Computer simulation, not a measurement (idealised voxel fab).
A process module follows: voxel capacitor over wiring.
Shown is cross-section cut, with a width of 150 nm and square cells of size 5 nm.
A cross-section in this document is a grid of square cells, and it is written down as bands, the top band listed before the ones below it; a band is made up of one or more rows of cells.
Look at the band entry: it leads with the top's height and the bottom's height in nm. Then it lists the materials left to right, with a width in nm for each. The word "everywhere" on a single material says that material fills the band edge to edge. The word "empty" is empty space.
Heads up on the height convention: 0 is the point under which the incoming wafer is all one material, and the lowest band has no bottom, it just keeps going down, like "0 -> down".
You'd read "30->40" like this: the band's top row of cells is as wide as the first number, its bottom row is as wide as the second, and going down, every row changes width by the same amount as the row before did.
Any step labelled "no modifications" changed none of the cells in the cross-section.
Empty spaces counting at least 8 cells and having no open way to the top are listed in "Entrapped voids". The notation width x height at distance is used for each, the distance being from the left edge and all three values in nm.
Heads up: the bit after the settings on a step's line is the simulator's remark on that step.
The line of a step may include "overlay nm". On a step with a mask, this value is how far to the right of its planned place the mask lay. A negative value means the mask lay to the left.
Set out below are the planned steps of the process
- 1: RECEIVE, material Si
- 2: CONFORMAL_DEP, material SiO2, thk nm 15
- 3: CONFORMAL_DEP, material SiCN, thk nm 5
- 4: DIRECTIONAL_DEP, material lowk, thk nm 20
- 5: DIRECTIONAL_DEP, material aC, thk nm 15
- 6: PATTERN, tone open, mask id METAL_1, material resist, width nm 20, pitch nm 90, thk nm 35, overlay nm 0
- 7: DIRECTIONAL_ETCH, etch materials aC, depth nm 15
- 8: STRIP, etch materials resist
- 9: DIRECTIONAL_ETCH, etch materials lowk, depth nm 20
- 10: DIRECTIONAL_ETCH, etch materials SiCN, depth nm 5
- 11: STRIP, etch materials aC
- 12: CONFORMAL_DEP, material TiN, thk nm 5
- 13: FILL_DEP, material Cu, thk nm 10
- 14: CMP, height nm 40
- 15: CONFORMAL_DEP, material SiCN, thk nm 5
- 16: DIRECTIONAL_DEP, material SiO2, thk nm 10
- 17: DIRECTIONAL_DEP, material aC, thk nm 10
- 18: PATTERN, tone open, mask id PLUG_1, material resist, width nm 15, thk nm 25, overlay nm 0
- 19: DIRECTIONAL_ETCH, etch materials aC, depth nm 10
- 20: STRIP, etch materials resist
- 21: DIRECTIONAL_ETCH, etch materials SiO2, depth nm 10
- 22: DIRECTIONAL_ETCH, etch materials SiCN, depth nm 5
- 23: STRIP, etch materials aC
- 24: EPI, material Ru, thk nm 10
- 25: EPI, material Ru, thk nm 5
- 26: DIRECTIONAL_DEP, material TiN, thk nm 10
- 27: DIRECTIONAL_DEP, material SiN, thk nm 5
- 28: DIRECTIONAL_DEP, material TiN, thk nm 10
- 29: MASKED_ETCH, tone cover, mask id UPPER_PLATE, width nm 75, etch materials TiN, depth nm 10, overlay nm 0
- 30: MASKED_ETCH, tone cover, mask id UPPER_PLATE, width nm 75, etch materials SiN, depth nm 5, overlay nm 0
- 31: MASKED_ETCH, tone cover, mask id LOWER_PLATE, width nm 85, etch materials TiN, depth nm 10, overlay nm 0
- 32: FILL_DEP, material SiO2, thk nm 15
- 33: CMP, height nm 90
- 34: MASKED_ETCH, tone open, mask id PLUG_2, width nm 15, etch materials SiO2, depth nm 10, overlay nm 0
- 35: CONFORMAL_DEP, material TiN, thk nm 5
- 36: FILL_DEP, material Cu, thk nm 10
- 37: CMP, height nm 90
- 38: CONFORMAL_DEP, material SiCN, thk nm 5
First wafer out of two, processed as planned
The cross-section here shows the wafer as received, i.e. in its state after step 1
    0 -> down  Si everywhere
    Entrapped voids: none
The wafer in cross-section once step 2 is complete
    15 -> 0  SiO2 everywhere
    Beneath the level 0, the cross-section is identical to its previous state.
The wafer in cross-section once step 3 is complete
    20 -> 15  SiCN everywhere
    Beneath the level 15, the cross-section is identical to its previous state.
The wafer in cross-section once step 4 is complete
    40 -> 20  lowk everywhere
    Beneath the level 20, the cross-section is identical to its previous state.
The wafer in cross-section once step 5 is complete
    55 -> 40  aC everywhere
    Beneath the level 40, the cross-section is identical to its previous state.
The wafer in cross-section once step 6 is complete
    90 -> 55  resist 20 nm; empty 20 nm; resist 70 nm; empty 20 nm; resist 20 nm
    Beneath the level 55, the cross-section is identical to its previous state.
The wafer in cross-section once step 7 is complete
    75 -> 55  resist 20 nm; empty 20 nm; resist 70 nm; empty 20 nm; resist 20 nm
    55 -> 40  aC 20 nm; empty 20 nm; aC 70 nm; empty 20 nm; aC 20 nm
    Beneath the level 40, the cross-section is identical to its previous state.
The wafer in cross-section once step 8 is complete
    55 -> 40  aC 20 nm; empty 20 nm; aC 70 nm; empty 20 nm; aC 20 nm
    Beneath the level 40, the cross-section is identical to its previous state.
The wafer in cross-section once step 9 is complete
    55 -> 40  aC 20 nm; empty 20 nm; aC 70 nm; empty 20 nm; aC 20 nm
    40 -> 20  lowk 20 nm; empty 20 nm; lowk 70 nm; empty 20 nm; lowk 20 nm
    Beneath the level 20, the cross-section is identical to its previous state.
The wafer in cross-section once step 10 is complete
    55 -> 40  aC 20 nm; empty 20 nm; aC 70 nm; empty 20 nm; aC 20 nm
    40 -> 20  lowk 20 nm; empty 20 nm; lowk 70 nm; empty 20 nm; lowk 20 nm
    20 -> 15  SiCN 20 nm; empty 20 nm; SiCN 70 nm; empty 20 nm; SiCN 20 nm
    Beneath the level 15, the cross-section is identical to its previous state.
The wafer in cross-section once step 11 is complete
    40 -> 20  lowk 20 nm; empty 20 nm; lowk 70 nm; empty 20 nm; lowk 20 nm
    Beneath the level 20, the cross-section is identical to its previous state.
The wafer in cross-section once step 12 is complete
    45 -> 40  TiN 25 nm; empty 10 nm; TiN 80 nm; empty 10 nm; TiN 25 nm
    40 -> 20  lowk 20 nm; TiN 5 nm; empty 10 nm; TiN 5 nm; lowk 70 nm; TiN 5 nm; empty 10 nm; TiN 5 nm; lowk 20 nm
    20 -> 15  SiCN 20 nm; TiN 20 nm; SiCN 70 nm; TiN 20 nm; SiCN 20 nm
    Beneath the level 15, the cross-section is identical to its previous state.
The wafer in cross-section once step 13 is complete
    55 -> 45  Cu everywhere
    45 -> 40  TiN 25 nm; Cu 10 nm; TiN 80 nm; Cu 10 nm; TiN 25 nm
    40 -> 20  lowk 20 nm; TiN 5 nm; Cu 10 nm; TiN 5 nm; lowk 70 nm; TiN 5 nm; Cu 10 nm; TiN 5 nm; lowk 20 nm
    Beneath the level 20, the cross-section is identical to its previous state.
The wafer in cross-section once step 14 is complete
    40 -> 20  lowk 20 nm; TiN 5 nm; Cu 10 nm; TiN 5 nm; lowk 70 nm; TiN 5 nm; Cu 10 nm; TiN 5 nm; lowk 20 nm
    Beneath the level 20, the cross-section is identical to its previous state.
The wafer in cross-section once step 15 is complete
    45 -> 40  SiCN everywhere
    Beneath the level 40, the cross-section is identical to its previous state.
The wafer in cross-section once step 16 is complete
    55 -> 45  SiO2 everywhere
    Beneath the level 45, the cross-section is identical to its previous state.
The wafer in cross-section once step 17 is complete
    65 -> 55  aC everywhere
    Beneath the level 55, the cross-section is identical to its previous state.
The wafer in cross-section once step 18 is complete
    90 -> 65  resist 25 nm; empty 15 nm; resist 110 nm
    Beneath the level 65, the cross-section is identical to its previous state.
The wafer in cross-section once step 19 is complete
    80 -> 65  resist 25 nm; empty 15 nm; resist 110 nm
    65 -> 55  aC 25 nm; empty 15 nm; aC 110 nm
    Beneath the level 55, the cross-section is identical to its previous state.
The wafer in cross-section once step 20 is complete
    65 -> 55  aC 25 nm; empty 15 nm; aC 110 nm
    Beneath the level 55, the cross-section is identical to its previous state.
The wafer in cross-section once step 21 is complete
    65 -> 55  aC 25 nm; empty 15 nm; aC 110 nm
    55 -> 45  SiO2 25 nm; empty 15 nm; SiO2 110 nm
    Beneath the level 45, the cross-section is identical to its previous state.
The wafer in cross-section once step 22 is complete
    65 -> 55  aC 25 nm; empty 15 nm; aC 110 nm
    55 -> 45  SiO2 25 nm; empty 15 nm; SiO2 110 nm
    45 -> 40  SiCN 25 nm; empty 15 nm; SiCN 110 nm
    Beneath the level 40, the cross-section is identical to its previous state.
The wafer in cross-section once step 23 is complete
    55 -> 45  SiO2 25 nm; empty 15 nm; SiO2 110 nm
    Beneath the level 45, the cross-section is identical to its previous state.
The wafer in cross-section once step 24 is complete
    55 -> 50  SiO2 25 nm; empty 15 nm; SiO2 110 nm
    50 -> 45  SiO2 25 nm; Ru 15 nm; SiO2 110 nm
    45 -> 40  SiCN 25 nm; Ru 15 nm; SiCN 110 nm
    Beneath the level 40, the cross-section is identical to its previous state.
The wafer in cross-section once step 25 is complete
    55 -> 45  SiO2 25 nm; Ru 15 nm; SiO2 110 nm
    Beneath the level 45, the cross-section is identical to its previous state.
The wafer in cross-section once step 26 is complete
    65 -> 55  TiN everywhere
    Beneath the level 55, the cross-section is identical to its previous state.
The wafer in cross-section once step 27 is complete
    70 -> 65  SiN everywhere
    Beneath the level 65, the cross-section is identical to its previous state.
The wafer in cross-section once step 28 is complete
    80 -> 70  TiN everywhere
    Beneath the level 70, the cross-section is identical to its previous state.
The wafer in cross-section once step 29 is complete
    80 -> 70  empty 25 nm; TiN 75 nm; empty 50 nm
    Beneath the level 70, the cross-section is identical to its previous state.
The wafer in cross-section once step 30 is complete
    80 -> 70  empty 25 nm; TiN 75 nm; empty 50 nm
    70 -> 65  empty 25 nm; SiN 75 nm; empty 50 nm
    Beneath the level 65, the cross-section is identical to its previous state.
The wafer in cross-section once step 31 is complete
    80 -> 70  empty 25 nm; TiN 75 nm; empty 50 nm
    70 -> 65  empty 25 nm; SiN 75 nm; empty 50 nm
    65 -> 55  empty 20 nm; TiN 85 nm; empty 45 nm
    Beneath the level 55, the cross-section is identical to its previous state.
The wafer in cross-section once step 32 is complete
    95 -> 80  SiO2 everywhere
    80 -> 70  SiO2 25 nm; TiN 75 nm; SiO2 50 nm
    70 -> 65  SiO2 25 nm; SiN 75 nm; SiO2 50 nm
    65 -> 55  SiO2 20 nm; TiN 85 nm; SiO2 45 nm
    Beneath the level 55, the cross-section is identical to its previous state.
The wafer in cross-section once step 33 is complete
    90 -> 80  SiO2 everywhere
    Beneath the level 80, the cross-section is identical to its previous state.
The wafer in cross-section once step 34 is complete
    90 -> 80  SiO2 35 nm; empty 15 nm; SiO2 100 nm
    Beneath the level 80, the cross-section is identical to its previous state.
The wafer in cross-section once step 35 is complete
    95 -> 90  TiN 40 nm; empty 5 nm; TiN 105 nm
    90 -> 85  SiO2 35 nm; TiN 5 nm; empty 5 nm; TiN 5 nm; SiO2 100 nm
    85 -> 80  SiO2 35 nm; TiN 15 nm; SiO2 100 nm
    Beneath the level 80, the cross-section is identical to its previous state.
The wafer in cross-section once step 36 is complete
    105 -> 95  Cu everywhere
    95 -> 90  TiN 40 nm; Cu 5 nm; TiN 105 nm
    90 -> 85  SiO2 35 nm; TiN 5 nm; Cu 5 nm; TiN 5 nm; SiO2 100 nm
    Beneath the level 85, the cross-section is identical to its previous state.
The wafer in cross-section once step 37 is complete
    90 -> 85  SiO2 35 nm; TiN 5 nm; Cu 5 nm; TiN 5 nm; SiO2 100 nm
    Beneath the level 85, the cross-section is identical to its previous state.
The wafer in cross-section once step 38 is complete
    95 -> 90  SiCN everywhere
    Beneath the level 90, the cross-section is identical to its previous state.
Now the other wafer: same start, same recipe, but we messed up one thing when running it. Up to and including step 17 it's the same as the first one
Planned end of step 18: second wafer, cross-section
    90 -> 65  resist 35 nm; empty 15 nm; resist 100 nm
    Beneath the level 65, the cross-section is identical to its previous state.
Planned end of step 19: second wafer, cross-section
    80 -> 65  resist 35 nm; empty 15 nm; resist 100 nm
    65 -> 55  aC 35 nm; empty 15 nm; aC 100 nm
    Beneath the level 55, the cross-section is identical to its previous state.
Planned end of step 20: second wafer, cross-section
    65 -> 55  aC 35 nm; empty 15 nm; aC 100 nm
    Beneath the level 55, the cross-section is identical to its previous state.
Planned end of step 21: second wafer, cross-section
    65 -> 55  aC 35 nm; empty 15 nm; aC 100 nm
    55 -> 45  SiO2 35 nm; empty 15 nm; SiO2 100 nm
    Beneath the level 45, the cross-section is identical to its previous state.
Planned end of step 22: second wafer, cross-section
    65 -> 55  aC 35 nm; empty 15 nm; aC 100 nm
    55 -> 45  SiO2 35 nm; empty 15 nm; SiO2 100 nm
    45 -> 40  SiCN 35 nm; empty 15 nm; SiCN 100 nm
    Beneath the level 40, the cross-section is identical to its previous state.
Planned end of step 23: second wafer, cross-section
    55 -> 45  SiO2 35 nm; empty 15 nm; SiO2 100 nm
    Beneath the level 45, the cross-section is identical to its previous state.
Planned end of step 24: second wafer, cross-section
    55 -> 50  SiO2 35 nm; empty 15 nm; SiO2 100 nm
    50 -> 45  SiO2 35 nm; Ru 15 nm; SiO2 100 nm
    45 -> 40  SiCN 35 nm; Ru 15 nm; SiCN 100 nm
    Beneath the level 40, the cross-section is identical to its previous state.
Planned end of step 25: second wafer, cross-section
    55 -> 45  SiO2 35 nm; Ru 15 nm; SiO2 100 nm
    Beneath the level 45, the cross-section is identical to its previous state.
Planned end of step 26: second wafer, cross-section
    65 -> 55  TiN everywhere
    Beneath the level 55, the cross-section is identical to its previous state.
Planned end of step 27: second wafer, cross-section
    70 -> 65  SiN everywhere
    Beneath the level 65, the cross-section is identical to its previous state.
Planned end of step 28: second wafer, cross-section
    80 -> 70  TiN everywhere
    Beneath the level 70, the cross-section is identical to its previous state.
Planned end of step 29: second wafer, cross-section
    80 -> 70  empty 25 nm; TiN 75 nm; empty 50 nm
    Beneath the level 70, the cross-section is identical to its previous state.
Planned end of step 30: second wafer, cross-section
    80 -> 70  empty 25 nm; TiN 75 nm; empty 50 nm
    70 -> 65  empty 25 nm; SiN 75 nm; empty 50 nm
    Beneath the level 65, the cross-section is identical to its previous state.
Planned end of step 31: second wafer, cross-section
    80 -> 70  empty 25 nm; TiN 75 nm; empty 50 nm
    70 -> 65  empty 25 nm; SiN 75 nm; empty 50 nm
    65 -> 55  empty 20 nm; TiN 85 nm; empty 45 nm
    Beneath the level 55, the cross-section is identical to its previous state.
Planned end of step 32: second wafer, cross-section
    95 -> 80  SiO2 everywhere
    80 -> 70  SiO2 25 nm; TiN 75 nm; SiO2 50 nm
    70 -> 65  SiO2 25 nm; SiN 75 nm; SiO2 50 nm
    65 -> 55  SiO2 20 nm; TiN 85 nm; SiO2 45 nm
    Beneath the level 55, the cross-section is identical to its previous state.
Planned end of step 33: second wafer, cross-section
    90 -> 80  SiO2 everywhere
    Beneath the level 80, the cross-section is identical to its previous state.
Planned end of step 34: second wafer, cross-section
    90 -> 80  SiO2 35 nm; empty 15 nm; SiO2 100 nm
    Beneath the level 80, the cross-section is identical to its previous state.
Planned end of step 35: second wafer, cross-section
    95 -> 90  TiN 40 nm; empty 5 nm; TiN 105 nm
    90 -> 85  SiO2 35 nm; TiN 5 nm; empty 5 nm; TiN 5 nm; SiO2 100 nm
    85 -> 80  SiO2 35 nm; TiN 15 nm; SiO2 100 nm
    Beneath the level 80, the cross-section is identical to its previous state.
Planned end of step 36: second wafer, cross-section
    105 -> 95  Cu everywhere
    95 -> 90  TiN 40 nm; Cu 5 nm; TiN 105 nm
    90 -> 85  SiO2 35 nm; TiN 5 nm; Cu 5 nm; TiN 5 nm; SiO2 100 nm
    Beneath the level 85, the cross-section is identical to its previous state.
Planned end of step 37: second wafer, cross-section
    90 -> 85  SiO2 35 nm; TiN 5 nm; Cu 5 nm; TiN 5 nm; SiO2 100 nm
    Beneath the level 85, the cross-section is identical to its previous state.
Planned end of step 38: second wafer, cross-section
    95 -> 90  SiCN everywhere
    Beneath the level 90, the cross-section is identical to its previous state.
What was the processing mistake? step 18 was not run as planned; what actually ran was PATTERN, tone open, mask id PLUG_1, material resist, width nm 15, thk nm 25, overlay nm 10
Same inventory, different map: at the end, the second wafer holds as many cells of each material as the first, placed elsewhere.
